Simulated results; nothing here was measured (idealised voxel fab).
The following is a process module called voxel ribs on slabs.
Each square cell in cross-section cut measures 5 nm, and the section as a whole is 250 nm wide.
A cross-section is a grid of square cells, given in bands from the top down. A band is one or more rows of cells.
Heights first: top, then bottom, in nm. Then materials, left to right, each with a width in nm. "full width" on a single material: fills the band edge to edge. "air": empty space.
Basically, 0 is our baseline, since under it the wafer straight out of the box is all one material. The bottom band has no lower end and keeps on going down, so it looks like "0..down".
You'd read "30 to 40" like this: the band's top row of cells is as wide as the first number, its bottom row is as wide as the second, and going down, every row changes width by the same amount as the row before did.
A step reported as "no change occurred" is a step in which no cell of the cross-section changed.
Any empty space of 8 cells or more lacking an open way to the top shows up in "Closed cavities" as width x height at distance, distance from the left edge, in nm.
Anything after a step's settings on that line? It's the simulator's own note about the step.
The line of a step may include "overlay nm". On a step with a mask, this value is how far to the right of its planned place the mask lay. A negative value means the mask lay to the left.
# List of planned process steps
- 1: RECEIVE: material Si
- 2: DIRECTIONAL_DEP: material SiO2, thk nm 20
- 3: DIRECTIONAL_DEP: material polySi, thk nm 25
- 4: MASKED_ETCH: tone cover, mask id RIB, width nm 20, etch materials polySi, depth nm 10, overlay nm 0
- 5: PATTERN: tone cover, mask id SLAB, material resist, width nm 70, thk nm 15, overlay nm 0
- 6: DIRECTIONAL_ETCH: etch materials polySi, depth nm 15
- 7: STRIP: etch materials resist
- 8: FILL_DEP: material SiO2, thk nm 20
- 9: CMP: height nm 55
- 10: DIRECTIONAL_DEP: material W, thk nm 5
- 11: DIRECTIONAL_DEP: material aC, thk nm 10
- 12: PATTERN: tone cover, mask id HEATER, material resist, width nm 30, thk nm 25, overlay nm 0
- 13: DIRECTIONAL_ETCH: etch materials aC, depth nm 10
- 14: STRIP: etch materials resist
- 15: DIRECTIONAL_ETCH: etch materials W, depth nm 5
- 16: STRIP: etch materials aC
- 17: CONFORMAL_DEP: material SiN, thk nm 5
# Wafer as received: cross-section following step 1
* 0..down: Si full width
* Closed cavities: none
# a wafer at the end: this start, this plan, one mistake
* 65..60: air 105 nm  SiN 40 nm  air 105 nm
* 60..55: SiN 110 nm  W 30 nm  SiN 110 nm
* 55..25: SiO2 full width
* 25..0: polySi full width
* 0..down: Si full width
* Closed cavities: none
Which mistake was made when the wafer was run? steps 2 and 3 of the plan were run in the wrong order, each in the other's place
